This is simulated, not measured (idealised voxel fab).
Process module under the name voxel wiring stack
160 nm wide, 5 nm square cells: that's cross-section cut.
In this document a cross-section is written as a grid of square cells. It is given as a series of bands, listed from the top down, and a band is one or more rows of cells.
It is stipulated that each band's entry specify, in nanometres, the height of the top of the band and then that of its bottom, followed by the materials of the band in left-to-right sequence, each together with its width in nanometres. A single material marked by the word "edge to edge" is understood to fill the band from edge to edge; the word "air" is understood to denote empty space.
Below 0: as-received wafer, all one material; heights counted from there. Lowest band: no bottom, goes on down, written "z 0 and below".
The two numbers in a width such as "30->40" mark its ends across the band: the first belongs to the top row of cells, the second to the bottom row, and from each row to the next the width moves by the same amount.
"nothing got changed", as given for a step, is the statement that not any cell of the cross-section underwent a change during that step.
"Enclosed internal voids" specifies each empty space that is not open to the top and that occupies no fewer than 8 cells, using the form width x height at distance, the distance measured from the left edge and all three quantities in nm.
Past the settings on a step's line: simulator remark, on that step.
"overlay nm" on a masked step: distance the mask lay right of its planned place, negative for left.
Read the rest as pairs. Take the cross-section before one process step, then the cross-section after it, which shows only down to the lowest band that changed. Under the pair, find the step between them and its settings. Bear in mind that pairs may come from different runs of this module on the same starting wafer: link a pair to the pair above it only where its entry headed "Before this step" says to.

## Before this step
z 0 and below = Si edge to edge
Enclosed internal voids: none

## Post-Step Cross-Section
z 15 to 0 = SiO2 edge to edge
Unchanged below 0.
Enclosed internal voids: none
Operation between the pre and post cross-sections above: CONFORMAL_DEP, material SiO2, thk nm 15

Before this step: Please consult the pair immediately above; the cross-section it shows after its step is the state before this step.

## Post-Step Cross-Section
z 20 to 15 = TiN edge to edge
Unchanged below 15.
Enclosed internal voids: none
Operation between the pre and post cross-sections above: DIRECTIONAL_DEP, material TiN, thk nm 5

Before this step: Please consult the pair immediately above; the cross-section it shows after its step is the state before this step.

## Post-Step Cross-Section
z 40 to 20 = W edge to edge
Unchanged below 20.
Enclosed internal voids: none
Operation between the pre and post cross-sections above: DIRECTIONAL_DEP, material W, thk nm 20

Before this step: Please consult the pair immediately above; the cross-section it shows after its step is the state before this step.

## Post-Step Cross-Section
z 40 to 20 = air 20 nm, W 20 nm, air 30 nm, W 20 nm, air 30 nm, W 20 nm, air 20 nm
Unchanged below 20.
Enclosed internal voids: none
Operation between the pre and post cross-sections above: MASKED_ETCH, tone cover, mask id METAL_1, width nm 20, pitch nm 50, etch materials W, depth nm 20, overlay nm 0

Before this step: Please consult the pair immediately above; the cross-section it shows after its step is the state before this step.

## Post-Step Cross-Section
z 40 to 20 = air 20 nm, W 20 nm, air 30 nm, W 20 nm, air 30 nm, W 20 nm, air 20 nm
z 20 to 15 = air 20 nm, TiN 20 nm, air 30 nm, TiN 20 nm, air 30 nm, TiN 20 nm, air 20 nm
Unchanged below 15.
Enclosed internal voids: none
Operation between the pre and post cross-sections above: MASKED_ETCH, tone cover, mask id METAL_1, width nm 20, pitch nm 50, etch materials TiN, depth nm 5, overlay nm 0

Before this step: Please consult the pair immediately above; the cross-section it shows after its step is the state before this step.

## Post-Step Cross-Section
z 50 to 40 = SiO2 edge to edge
z 40 to 20 = SiO2 20 nm, W 20 nm, SiO2 30 nm, W 20 nm, SiO2 30 nm, W 20 nm, SiO2 20 nm
z 20 to 15 = SiO2 20 nm, TiN 20 nm, SiO2 30 nm, TiN 20 nm, SiO2 30 nm, TiN 20 nm, SiO2 20 nm
Unchanged below 15.
Enclosed internal voids: none
Operation between the pre and post cross-sections above: FILL_DEP, material SiO2, thk nm 10

Before this step: Please consult the pair immediately above; the cross-section it shows after its step is the state before this step.

## Post-Step Cross-Section
z 40 to 20 = SiO2 20 nm, W 20 nm, SiO2 30 nm, W 20 nm, SiO2 30 nm, W 20 nm, SiO2 20 nm
Unchanged below 20.
Enclosed internal voids: none
Operation between the pre and post cross-sections above: CMP, height nm 40

Before this step: Please consult the pair immediately above; the cross-section it shows after its step is the state before this step.

## Post-Step Cross-Section
z 45 to 40 = SiCN edge to edge
Unchanged below 40.
Enclosed internal voids: none
Operation between the pre and post cross-sections above: CONFORMAL_DEP, material SiCN, thk nm 5

Before this step: Please consult the pair immediately above; the cross-section it shows after its step is the state before this step.

## Post-Step Cross-Section
z 65 to 45 = SiO2 edge to edge
Unchanged below 45.
Enclosed internal voids: none
Operation between the pre and post cross-sections above: DIRECTIONAL_DEP, material SiO2, thk nm 20

Before this step: Please consult the pair immediately above; the cross-section it shows after its step is the state before this step.

## Post-Step Cross-Section
z 80 to 65 = aC edge to edge
Unchanged below 65.
Enclosed internal voids: none
Operation between the pre and post cross-sections above: DIRECTIONAL_DEP, material aC, thk nm 15

Before this step: Please consult the pair immediately above; the cross-section it shows after its step is the state before this step.

## Post-Step Cross-Section
z 115 to 80 = resist 20 nm, air 15 nm, resist 35 nm, air 15 nm, resist 35 nm, air 15 nm, resist 25 nm
Unchanged below 80.
Enclosed internal voids: none
Operation between the pre and post cross-sections above: PATTERN, tone open, mask id PLUG_1, material resist, width nm 15, pitch nm 50, thk nm 35, overlay nm 0

Before this step: Please consult the pair immediately above; the cross-section it shows after its step is the state before this step.

## Post-Step Cross-Section
z 100 to 80 = resist 20 nm, air 15 nm, resist 35 nm, air 15 nm, resist 35 nm, air 15 nm, resist 25 nm
z 80 to 65 = aC 20 nm, air 15 nm, aC 35 nm, air 15 nm, aC 35 nm, air 15 nm, aC 25 nm
Unchanged below 65.
Enclosed internal voids: none
Operation between the pre and post cross-sections above: DIRECTIONAL_ETCH, etch materials aC, depth nm 15

Before this step: Please consult the pair immediately above; the cross-section it shows after its step is the state before this step.

## Post-Step Cross-Section
z 80 to 65 = aC 20 nm, air 15 nm, aC 35 nm, air 15 nm, aC 35 nm, air 15 nm, aC 25 nm
Unchanged below 65.
Enclosed internal voids: none
Operation between the pre and post cross-sections above: STRIP, etch materials resist

Before this step: Please consult the pair immediately above; the cross-section it shows after its step is the state before this step.

## Post-Step Cross-Section
z 80 to 65 = aC 20 nm, air 15 nm, aC 35 nm, air 15 nm, aC 35 nm, air 15 nm, aC 25 nm
z 65 to 45 = SiO2 20 nm, air 15 nm, SiO2 35 nm, air 15 nm, SiO2 35 nm, air 15 nm, SiO2 25 nm
Unchanged below 45.
Enclosed internal voids: none
Operation between the pre and post cross-sections above: DIRECTIONAL_ETCH, etch materials SiO2, depth nm 20

Before this step: Please consult the pair immediately above; the cross-section it shows after its step is the state before this step.

## Post-Step Cross-Section
z 80 to 65 = aC 20 nm, air 15 nm, aC 35 nm, air 15 nm, aC 35 nm, air 15 nm, aC 25 nm
z 65 to 45 = SiO2 20 nm, air 15 nm, SiO2 35 nm, air 15 nm, SiO2 35 nm, air 15 nm, SiO2 25 nm
z 45 to 40 = SiCN 20 nm, air 15 nm, SiCN 35 nm, air 15 nm, SiCN 35 nm, air 15 nm, SiCN 25 nm
Unchanged below 40.
Enclosed internal voids: none
Operation between the pre and post cross-sections above: DIRECTIONAL_ETCH, etch materials SiCN, depth nm 5

Before this step: Please consult the pair immediately above; the cross-section it shows after its step is the state before this step.

## Post-Step Cross-Section
z 65 to 45 = SiO2 20 nm, air 15 nm, SiO2 35 nm, air 15 nm, SiO2 35 nm, air 15 nm, SiO2 25 nm
Unchanged below 45.
Enclosed internal voids: none
Operation between the pre and post cross-sections above: STRIP, etch materials aC

Before this step: Please consult the pair immediately above; the cross-section it shows after its step is the state before this step.

## Post-Step Cross-Section
z 65 to 50 = SiO2 20 nm, air 15 nm, SiO2 35 nm, air 15 nm, SiO2 35 nm, air 15 nm, SiO2 25 nm
z 50 to 45 = SiO2 20 nm, Ru 15 nm, SiO2 35 nm, Ru 15 nm, SiO2 35 nm, Ru 15 nm, SiO2 25 nm
z 45 to 40 = SiCN 20 nm, Ru 15 nm, SiCN 35 nm, Ru 15 nm, SiCN 35 nm, Ru 15 nm, SiCN 25 nm
Unchanged below 40.
Enclosed internal voids: none
Operation between the pre and post cross-sections above: EPI, material Ru, thk nm 10

Before this step: Please consult the pair immediately above; the cross-section it shows after its step is the state before this step.

## Post-Step Cross-Section
z 65 to 60 = SiO2 20 nm, air 15 nm, SiO2 35 nm, air 15 nm, SiO2 35 nm, air 15 nm, SiO2 25 nm
z 60 to 45 = SiO2 20 nm, Ru 15 nm, SiO2 35 nm, Ru 15 nm, SiO2 35 nm, Ru 15 nm, SiO2 25 nm
Unchanged below 45.
Enclosed internal voids: none
Operation between the pre and post cross-sections above: EPI, material Ru, thk nm 10

Before this step: Please consult the pair immediately above; the cross-section it shows after its step is the state before this step.

## Post-Step Cross-Section
z 65 to 45 = SiO2 20 nm, Ru 15 nm, SiO2 35 nm, Ru 15 nm, SiO2 35 nm, Ru 15 nm, SiO2 25 nm
Unchanged below 45.
Enclosed internal voids: none
Operation between the pre and post cross-sections above: EPI, material Ru, thk nm 5

Before this step: Please consult the pair immediately above; the cross-section it shows after its step is the state before this step.

## Post-Step Cross-Section
z 70 to 65 = TiN edge to edge
Unchanged below 65.
Enclosed internal voids: none
Operation between the pre and post cross-sections above: DIRECTIONAL_DEP, material TiN, thk nm 5

Before this step: Please consult the pair immediately above; the cross-section it shows after its step is the state before this step.

## Post-Step Cross-Section
z 95 to 70 = Ru edge to edge
Unchanged below 70.
Enclosed internal voids: none
Operation between the pre and post cross-sections above: DIRECTIONAL_DEP, material Ru, thk nm 25

Before this step: Please consult the pair immediately above; the cross-section it shows after its step is the state before this step.

## Post-Step Cross-Section
z 110 to 95 = air 20 nm, resist 20 nm, air 30 nm, resist 20 nm, air 30 nm, resist 20 nm, air 20 nm
Unchanged below 95.
Enclosed internal voids: none
Operation between the pre and post cross-sections above: PATTERN, tone cover, mask id METAL_2, material resist, width nm 20, pitch nm 50, thk nm 15, overlay nm 0

Before this step: Please consult the pair immediately above; the cross-section it shows after its step is the state before this step.

## Post-Step Cross-Section
z 110 to 95 = air 20 nm, resist 20 nm, air 30 nm, resist 20 nm, air 30 nm, resist 20 nm, air 20 nm
z 95 to 70 = air 20 nm, Ru 20 nm, air 30 nm, Ru 20 nm, air 30 nm, Ru 20 nm, air 20 nm
Unchanged below 70.
Enclosed internal voids: none
Operation between the pre and post cross-sections above: DIRECTIONAL_ETCH, etch materials Ru, depth nm 25

Before this step: Please consult the pair immediately above; the cross-section it shows after its step is the state before this step.

## Post-Step Cross-Section
z 110 to 95 = air 20 nm, resist 20 nm, air 30 nm, resist 20 nm, air 30 nm, resist 20 nm, air 20 nm
z 95 to 70 = air 20 nm, Ru 20 nm, air 30 nm, Ru 20 nm, air 30 nm, Ru 20 nm, air 20 nm
z 70 to 65 = air 20 nm, TiN 20 nm, air 30 nm, TiN 20 nm, air 30 nm, TiN 20 nm, air 20 nm
Unchanged below 65.
Enclosed internal voids: none
Operation between the pre and post cross-sections above: DIRECTIONAL_ETCH, etch materials TiN, depth nm 5

Before this step: Please consult the pair immediately above; the cross-section it shows after its step is the state before this step.

## Post-Step Cross-Section
z 95 to 70 = air 20 nm, Ru 20 nm, air 30 nm, Ru 20 nm, air 30 nm, Ru 20 nm, air 20 nm
Unchanged below 70.
Enclosed internal voids: none
Operation between the pre and post cross-sections above: STRIP, etch materials resist

Before this step: Please consult the pair immediately above; the cross-section it shows after its step is the state before this step.

## Post-Step Cross-Section
z 105 to 95 = SiO2 edge to edge
z 95 to 70 = SiO2 20 nm, Ru 20 nm, SiO2 30 nm, Ru 20 nm, SiO2 30 nm, Ru 20 nm, SiO2 20 nm
z 70 to 65 = SiO2 20 nm, TiN 20 nm, SiO2 30 nm, TiN 20 nm, SiO2 30 nm, TiN 20 nm, SiO2 20 nm
Unchanged below 65.
Enclosed internal voids: none
Operation between the pre and post cross-sections above: FILL_DEP, material SiO2, thk nm 10

Before this step: Please consult the pair immediately above; the cross-section it shows after its step is the state before this step.

## Post-Step Cross-Section
z 95 to 70 = SiO2 20 nm, Ru 20 nm, SiO2 30 nm, Ru 20 nm, SiO2 30 nm, Ru 20 nm, SiO2 20 nm
Unchanged below 70.
Enclosed internal voids: none
Operation between the pre and post cross-sections above: CMP, height nm 95

Before this step: Please consult the pair immediately above; the cross-section it shows after its step is the state before this step.

## Post-Step Cross-Section
z 100 to 95 = SiCN edge to edge
Unchanged below 95.
Enclosed internal voids: none
Operation between the pre and post cross-sections above: CONFORMAL_DEP, material SiCN, thk nm 5

## Before this step
z 15 to 0 = SiO2 edge to edge
z 0 and below = Si edge to edge
Enclosed internal voids: none

## Post-Step Cross-Section
z 35 to 15 = W edge to edge
Unchanged below 15.
Enclosed internal voids: none
Operation between the pre and post cross-sections above: DIRECTIONAL_DEP, material W, thk nm 20

Before this step: Please consult the pair immediately above; the cross-section it shows after its step is the state before this step.

## Post-Step Cross-Section
z 35 to 15 = air 20 nm, W 20 nm, air 30 nm, W 20 nm, air 30 nm, W 20 nm, air 20 nm
Unchanged below 15.
Enclosed internal voids: none
Operation between the pre and post cross-sections above: MASKED_ETCH, tone cover, mask id METAL_1, width nm 20, pitch nm 50, etch materials W, depth nm 20, overlay nm 0

Before this step: Please consult the pair immediately above; the cross-section it shows after its step is the state before this step.

## Post-Step Cross-Section
z 45 to 35 = SiO2 edge to edge
z 35 to 15 = SiO2 20 nm, W 20 nm, SiO2 30 nm, W 20 nm, SiO2 30 nm, W 20 nm, SiO2 20 nm
Unchanged below 15.
Enclosed internal voids: none
Operation between the pre and post cross-sections above: FILL_DEP, material SiO2, thk nm 10

Before this step: Please consult the pair immediately above; the cross-section it shows after its step is the state before this step.

## Post-Step Cross-Section
z 40 to 35 = SiO2 edge to edge
Unchanged below 35.
Enclosed internal voids: none
Operation between the pre and post cross-sections above: CMP, height nm 40

Before this step: Please consult the pair immediately above; the cross-section it shows after its step is the state before this step.

## Post-Step Cross-Section
z 45 to 40 = SiCN edge to edge
Unchanged below 40.
Enclosed internal voids: none
Operation between the pre and post cross-sections above: CONFORMAL_DEP, material SiCN, thk nm 5

Before this step: Please consult the pair immediately above; the cross-section it shows after its step is the state before this step.

## Post-Step Cross-Section
z 65 to 45 = SiO2 edge to edge
Unchanged below 45.
Enclosed internal voids: none
Operation between the pre and post cross-sections above: DIRECTIONAL_DEP, material SiO2, thk nm 20

Before this step: Please consult the pair immediately above; the cross-section it shows after its step is the state before this step.

## Post-Step Cross-Section
z 80 to 65 = aC edge to edge
Unchanged below 65.
Enclosed internal voids: none
Operation between the pre and post cross-sections above: DIRECTIONAL_DEP, material aC, thk nm 15

Before this step: Please consult the pair immediately above; the cross-section it shows after its step is the state before this step.

## Post-Step Cross-Section
z 115 to 80 = resist 20 nm, air 15 nm, resist 35 nm, air 15 nm, resist 35 nm, air 15 nm, resist 25 nm
Unchanged below 80.
Enclosed internal voids: none
Operation between the pre and post cross-sections above: PATTERN, tone open, mask id PLUG_1, material resist, width nm 15, pitch nm 50, thk nm 35, overlay nm 0

Before this step: Please consult the pair immediately above; the cross-section it shows after its step is the state before this step.

## Post-Step Cross-Section
z 100 to 80 = resist 20 nm, air 15 nm, resist 35 nm, air 15 nm, resist 35 nm, air 15 nm, resist 25 nm
z 80 to 65 = aC 20 nm, air 15 nm, aC 35 nm, air 15 nm, aC 35 nm, air 15 nm, aC 25 nm
Unchanged below 65.
Enclosed internal voids: none
Operation between the pre and post cross-sections above: DIRECTIONAL_ETCH, etch materials aC, depth nm 15

Before this step: Please consult the pair immediately above; the cross-section it shows after its step is the state before this step.

## Post-Step Cross-Section
z 80 to 65 = aC 20 nm, air 15 nm, aC 35 nm, air 15 nm, aC 35 nm, air 15 nm, aC 25 nm
Unchanged below 65.
Enclosed internal voids: none
Operation between the pre and post cross-sections above: STRIP, etch materials resist

Before this step: Please consult the pair immediately above; the cross-section it shows after its step is the state before this step.

## Post-Step Cross-Section
z 80 to 65 = aC 20 nm, air 15 nm, aC 35 nm, air 15 nm, aC 35 nm, air 15 nm, aC 25 nm
z 65 to 45 = SiO2 20 nm, air 15 nm, SiO2 35 nm, air 15 nm, SiO2 35 nm, air 15 nm, SiO2 25 nm
Unchanged below 45.
Enclosed internal voids: none
Operation between the pre and post cross-sections above: DIRECTIONAL_ETCH, etch materials SiO2, depth nm 20

Before this step: Please consult the pair immediately above; the cross-section it shows after its step is the state before this step.

## Post-Step Cross-Section
z 80 to 65 = aC 20 nm, air 15 nm, aC 35 nm, air 15 nm, aC 35 nm, air 15 nm, aC 25 nm
z 65 to 45 = SiO2 20 nm, air 15 nm, SiO2 35 nm, air 15 nm, SiO2 35 nm, air 15 nm, SiO2 25 nm
z 45 to 40 = SiCN 20 nm, air 15 nm, SiCN 35 nm, air 15 nm, SiCN 35 nm, air 15 nm, SiCN 25 nm
Unchanged below 40.
Enclosed internal voids: none
Operation between the pre and post cross-sections above: DIRECTIONAL_ETCH, etch materials SiCN, depth nm 5

Before this step: Please consult the pair immediately above; the cross-section it shows after its step is the state before this step.

## Post-Step Cross-Section
z 65 to 45 = SiO2 20 nm, air 15 nm, SiO2 35 nm, air 15 nm, SiO2 35 nm, air 15 nm, SiO2 25 nm
Unchanged below 45.
Enclosed internal voids: none
Operation between the pre and post cross-sections above: STRIP, etch materials aC

Before this step: Please consult the pair immediately above; the cross-section it shows after its step is the state before this step.

## Post-Step Cross-Section
z 70 to 65 = TiN 20 nm, air 15 nm, TiN 35 nm, air 15 nm, TiN 35 nm, air 15 nm, TiN 25 nm
z 65 to 45 = SiO2 20 nm, air 15 nm, SiO2 35 nm, air 15 nm, SiO2 35 nm, air 15 nm, SiO2 25 nm
z 45 to 40 = SiCN 20 nm, TiN 15 nm, SiCN 35 nm, TiN 15 nm, SiCN 35 nm, TiN 15 nm, SiCN 25 nm
Unchanged below 40.
Enclosed internal voids: none
Operation between the pre and post cross-sections above: DIRECTIONAL_DEP, material TiN, thk nm 5

Before this step: Please consult the pair immediately above; the cross-section it shows after its step is the state before this step.

## Post-Step Cross-Section
z 95 to 70 = Ru 20 nm, air 15 nm, Ru 35 nm, air 15 nm, Ru 35 nm, air 15 nm, Ru 25 nm
z 70 to 65 = TiN 20 nm, Ru 15 nm, TiN 35 nm, Ru 15 nm, TiN 35 nm, Ru 15 nm, TiN 25 nm
z 65 to 45 = SiO2 20 nm, Ru 15 nm, SiO2 35 nm, Ru 15 nm, SiO2 35 nm, Ru 15 nm, SiO2 25 nm
Unchanged below 45.
Enclosed internal voids: none
Operation between the pre and post cross-sections above: DIRECTIONAL_DEP, material Ru, thk nm 25

Before this step: Please consult the pair immediately above; the cross-section it shows after its step is the state before this step.

## Post-Step Cross-Section
z 110 to 95 = air 20 nm, resist 20 nm, air 30 nm, resist 20 nm, air 30 nm, resist 20 nm, air 20 nm
z 95 to 70 = Ru 20 nm, resist 15 nm, Ru 35 nm, resist 15 nm, Ru 35 nm, resist 15 nm, Ru 25 nm
Unchanged below 70.
Enclosed internal voids: none
Operation between the pre and post cross-sections above: PATTERN, tone cover, mask id METAL_2, material resist, width nm 20, pitch nm 50, thk nm 15, overlay nm 0

Before this step: Please consult the pair immediately above; the cross-section it shows after its step is the state before this step.

## Post-Step Cross-Section
z 110 to 95 = air 20 nm, resist 20 nm, air 30 nm, resist 20 nm, air 30 nm, resist 20 nm, air 20 nm
z 95 to 70 = air 20 nm, resist 15 nm, Ru 5 nm, air 30 nm, resist 15 nm, Ru 5 nm, air 30 nm, resist 15 nm, Ru 5 nm, air 20 nm
Unchanged below 70.
Enclosed internal voids: none
Operation between the pre and post cross-sections above: DIRECTIONAL_ETCH, etch materials Ru, depth nm 25

Before this step: Please consult the pair immediately above; the cross-section it shows after its step is the state before this step.

## Post-Step Cross-Section
z 110 to 95 = air 20 nm, resist 20 nm, air 30 nm, resist 20 nm, air 30 nm, resist 20 nm, air 20 nm
z 95 to 70 = air 20 nm, resist 15 nm, Ru 5 nm, air 30 nm, resist 15 nm, Ru 5 nm, air 30 nm, resist 15 nm, Ru 5 nm, air 20 nm
z 70 to 65 = air 20 nm, Ru 15 nm, TiN 5 nm, air 30 nm, Ru 15 nm, TiN 5 nm, air 30 nm, Ru 15 nm, TiN 5 nm, air 20 nm
Unchanged below 65.
Enclosed internal voids: none
Operation between the pre and post cross-sections above: DIRECTIONAL_ETCH, etch materials TiN, depth nm 5

Before this step: Please consult the pair immediately above; the cross-section it shows after its step is the state before this step.

## Post-Step Cross-Section
z 95 to 70 = air 35 nm, Ru 5 nm, air 45 nm, Ru 5 nm, air 45 nm, Ru 5 nm, air 20 nm
Unchanged below 70.
Enclosed internal voids: none
Operation between the pre and post cross-sections above: STRIP, etch materials resist

Before this step: Please consult the pair immediately above; the cross-section it shows after its step is the state before this step.

## Post-Step Cross-Section
z 105 to 95 = SiO2 edge to edge
z 95 to 70 = SiO2 35 nm, Ru 5 nm, SiO2 45 nm, Ru 5 nm, SiO2 45 nm, Ru 5 nm, SiO2 20 nm
z 70 to 65 = SiO2 20 nm, Ru 15 nm, TiN 5 nm, SiO2 30 nm, Ru 15 nm, TiN 5 nm, SiO2 30 nm, Ru 15 nm, TiN 5 nm, SiO2 20 nm
Unchanged below 65.
Enclosed internal voids: none
Operation between the pre and post cross-sections above: FILL_DEP, material SiO2, thk nm 10

Before this step: Please consult the pair immediately above; the cross-section it shows after its step is the state before this step.

## Post-Step Cross-Section
z 95 to 70 = SiO2 35 nm, Ru 5 nm, SiO2 45 nm, Ru 5 nm, SiO2 45 nm, Ru 5 nm, SiO2 20 nm
Unchanged below 70.
Enclosed internal voids: none
Operation between the pre and post cross-sections above: CMP, height nm 95

Before this step: Please consult the pair immediately above; the cross-section it shows after its step is the state before this step.

## Post-Step Cross-Section
z 100 to 95 = SiCN edge to edge
Unchanged below 95.
Enclosed internal voids: none
Operation between the pre and post cross-sections above: CONFORMAL_DEP, material SiCN, thk nm 5

## Before this step
z 65 to 60 = SiO2 20 nm, air 15 nm, SiO2 35 nm, air 15 nm, SiO2 35 nm, air 15 nm, SiO2 25 nm
z 60 to 45 = SiO2 20 nm, Ru 15 nm, SiO2 35 nm, Ru 15 nm, SiO2 35 nm, Ru 15 nm, SiO2 25 nm
z 45 to 40 = SiCN 20 nm, Ru 15 nm, SiCN 35 nm, Ru 15 nm, SiCN 35 nm, Ru 15 nm, SiCN 25 nm
z 40 to 20 = SiO2 20 nm, W 20 nm, SiO2 30 nm, W 20 nm, SiO2 30 nm, W 20 nm, SiO2 20 nm
z 20 to 15 = SiO2 20 nm, TiN 20 nm, SiO2 30 nm, TiN 20 nm, SiO2 30 nm, TiN 20 nm, SiO2 20 nm
z 15 to 0 = SiO2 edge to edge
z 0 and below = Si edge to edge
Enclosed internal voids: none

## Post-Step Cross-Section
z 70 to 65 = air 15 nm, Ru 25 nm, air 25 nm, Ru 25 nm, air 25 nm, Ru 25 nm, air 20 nm
z 65 to 45 = SiO2 20 nm, Ru 15 nm, SiO2 35 nm, Ru 15 nm, SiO2 35 nm, Ru 15 nm, SiO2 25 nm
Unchanged below 45.
Enclosed internal voids: none
Operation between the pre and post cross-sections above: EPI, material Ru, thk nm 10

Before this step: Please consult the pair immediately above; the cross-section it shows after its step is the state before this step.

## Post-Step Cross-Section
z 75 to 65 = air 10 nm, Ru 35 nm, air 15 nm, Ru 35 nm, air 15 nm, Ru 35 nm, air 15 nm
Unchanged below 65.
Enclosed internal voids: none
Operation between the pre and post cross-sections above: EPI, material Ru, thk nm 5

Before this step: Please consult the pair immediately above; the cross-section it shows after its step is the state before this step.

## Post-Step Cross-Section
z 80 to 75 = air 10 nm, TiN 35 nm, air 15 nm, TiN 35 nm, air 15 nm, TiN 35 nm, air 15 nm
z 75 to 70 = air 10 nm, Ru 35 nm, air 15 nm, Ru 35 nm, air 15 nm, Ru 35 nm, air 15 nm
z 70 to 65 = TiN 10 nm, Ru 35 nm, TiN 15 nm, Ru 35 nm, TiN 15 nm, Ru 35 nm, TiN 15 nm
Unchanged below 65.
Enclosed internal voids: none
Operation between the pre and post cross-sections above: DIRECTIONAL_DEP, material TiN, thk nm 5

Before this step: Please consult the pair immediately above; the cross-section it shows after its step is the state before this step.

## Post-Step Cross-Section
z 105 to 95 = air 10 nm, Ru 35 nm, air 15 nm, Ru 35 nm, air 15 nm, Ru 35 nm, air 15 nm
z 95 to 80 = Ru edge to edge
z 80 to 75 = Ru 10 nm, TiN 35 nm, Ru 15 nm, TiN 35 nm, Ru 15 nm, TiN 35 nm, Ru 15 nm
z 75 to 70 = Ru edge to edge
Unchanged below 70.
Enclosed internal voids: none
Operation between the pre and post cross-sections above: DIRECTIONAL_DEP, material Ru, thk nm 25

Before this step: Please consult the pair immediately above; the cross-section it shows after its step is the state before this step.

## Post-Step Cross-Section
z 120 to 105 = air 20 nm, resist 20 nm, air 30 nm, resist 20 nm, air 30 nm, resist 20 nm, air 20 nm
Unchanged below 105.
Enclosed internal voids: none
Operation between the pre and post cross-sections above: PATTERN, tone cover, mask id METAL_2, material resist, width nm 20, pitch nm 50, thk nm 15, overlay nm 0

Before this step: Please consult the pair immediately above; the cross-section it shows after its step is the state before this step.

## Post-Step Cross-Section
z 120 to 105 = air 20 nm, resist 20 nm, air 30 nm, resist 20 nm, air 30 nm, resist 20 nm, air 20 nm
z 105 to 80 = air 20 nm, Ru 20 nm, air 30 nm, Ru 20 nm, air 30 nm, Ru 20 nm, air 20 nm
z 80 to 75 = air 10 nm, TiN 35 nm, air 15 nm, TiN 35 nm, air 15 nm, TiN 35 nm, air 15 nm
z 75 to 70 = air 10 nm, Ru 35 nm, air 15 nm, Ru 35 nm, air 15 nm, Ru 35 nm, air 15 nm
Unchanged below 70.
Enclosed internal voids: none
Operation between the pre and post cross-sections above: DIRECTIONAL_ETCH, etch materials Ru, depth nm 25

Before this step: Please consult the pair immediately above; the cross-section it shows after its step is the state before this step.

## Post-Step Cross-Section
z 120 to 105 = air 20 nm, resist 20 nm, air 30 nm, resist 20 nm, air 30 nm, resist 20 nm, air 20 nm
z 105 to 80 = air 20 nm, Ru 20 nm, air 30 nm, Ru 20 nm, air 30 nm, Ru 20 nm, air 20 nm
z 80 to 75 = air 20 nm, TiN 20 nm, air 30 nm, TiN 20 nm, air 30 nm, TiN 20 nm, air 20 nm
z 75 to 65 = air 10 nm, Ru 35 nm, air 15 nm, Ru 35 nm, air 15 nm, Ru 35 nm, air 15 nm
Unchanged below 65.
Enclosed internal voids: none
Operation between the pre and post cross-sections above: DIRECTIONAL_ETCH, etch materials TiN, depth nm 5

Before this step: Please consult the pair immediately above; the cross-section it shows after its step is the state before this step.

## Post-Step Cross-Section
z 105 to 80 = air 20 nm, Ru 20 nm, air 30 nm, Ru 20 nm, air 30 nm, Ru 20 nm, air 20 nm
Unchanged below 80.
Enclosed internal voids: none
Operation between the pre and post cross-sections above: STRIP, etch materials resist

Before this step: Please consult the pair immediately above; the cross-section it shows after its step is the state before this step.

## Post-Step Cross-Section
z 115 to 105 = SiO2 edge to edge
z 105 to 80 = SiO2 20 nm, Ru 20 nm, SiO2 30 nm, Ru 20 nm, SiO2 30 nm, Ru 20 nm, SiO2 20 nm
z 80 to 75 = SiO2 20 nm, TiN 20 nm, SiO2 30 nm, TiN 20 nm, SiO2 30 nm, TiN 20 nm, SiO2 20 nm
z 75 to 65 = SiO2 10 nm, Ru 35 nm, SiO2 15 nm, Ru 35 nm, SiO2 15 nm, Ru 35 nm, SiO2 15 nm
Unchanged below 65.
Enclosed internal voids: none
Operation between the pre and post cross-sections above: FILL_DEP, material SiO2, thk nm 10

Before this step: Please consult the pair immediately above; the cross-section it shows after its step is the state before this step.

## Post-Step Cross-Section
z 95 to 80 = SiO2 20 nm, Ru 20 nm, SiO2 30 nm, Ru 20 nm, SiO2 30 nm, Ru 20 nm, SiO2 20 nm
Unchanged below 80.
Enclosed internal voids: none
Operation between the pre and post cross-sections above: CMP, height nm 95

Before this step: Please consult the pair immediately above; the cross-section it shows after its step is the state before this step.

## Post-Step Cross-Section
z 100 to 95 = SiCN edge to edge
Unchanged below 95.
Enclosed internal voids: none
Operation between the pre and post cross-sections above: CONFORMAL_DEP, material SiCN, thk nm 5

## Before this step
z 65 to 45 = SiO2 20 nm, Ru 15 nm, SiO2 35 nm, Ru 15 nm, SiO2 35 nm, Ru 15 nm, SiO2 25 nm
z 45 to 40 = SiCN 20 nm, Ru 15 nm, SiCN 35 nm, Ru 15 nm, SiCN 35 nm, Ru 15 nm, SiCN 25 nm
z 40 to 20 = SiO2 20 nm, W 20 nm, SiO2 30 nm, W 20 nm, SiO2 30 nm, W 20 nm, SiO2 20 nm
z 20 to 15 = SiO2 20 nm, TiN 20 nm, SiO2 30 nm, TiN 20 nm, SiO2 30 nm, TiN 20 nm, SiO2 20 nm
z 15 to 0 = SiO2 edge to edge
z 0 and below = Si edge to edge
Enclosed internal voids: none

## Post-Step Cross-Section
z 90 to 65 = Ru edge to edge
Unchanged below 65.
Enclosed internal voids: none
Operation between the pre and post cross-sections above: DIRECTIONAL_DEP, material Ru, thk nm 25

Before this step: Please consult the pair immediately above; the cross-section it shows after its step is the state before this step.

## Post-Step Cross-Section
z 95 to 90 = TiN edge to edge
Unchanged below 90.
Enclosed internal voids: none
Operation between the pre and post cross-sections above: DIRECTIONAL_DEP, material TiN, thk nm 5

Before this step: Please consult the pair immediately above; the cross-section it shows after its step is the state before this step.

## Post-Step Cross-Section
z 110 to 95 = air 20 nm, resist 20 nm, air 30 nm, resist 20 nm, air 30 nm, resist 20 nm, air 20 nm
Unchanged below 95.
Enclosed internal voids: none
Operation between the pre and post cross-sections above: PATTERN, tone cover, mask id METAL_2, material resist, width nm 20, pitch nm 50, thk nm 15, overlay nm 0

Before this step: Please consult the pair immediately above; the cross-section it shows after its step is the state before this step.

## Post-Step Cross-Section
z 110 to 95 = air 20 nm, resist 20 nm, air 30 nm, resist 20 nm, air 30 nm, resist 20 nm, air 20 nm
z 95 to 90 = air 20 nm, TiN 20 nm, air 30 nm, TiN 20 nm, air 30 nm, TiN 20 nm, air 20 nm
Unchanged below 90.
Enclosed internal voids: none
Operation between the pre and post cross-sections above: DIRECTIONAL_ETCH, etch materials TiN, depth nm 5

Before this step: Please consult the pair immediately above; the cross-section it shows after its step is the state before this step.

## Post-Step Cross-Section
z 95 to 90 = air 20 nm, TiN 20 nm, air 30 nm, TiN 20 nm, air 30 nm, TiN 20 nm, air 20 nm
Unchanged below 90.
Enclosed internal voids: none
Operation between the pre and post cross-sections above: STRIP, etch materials resist
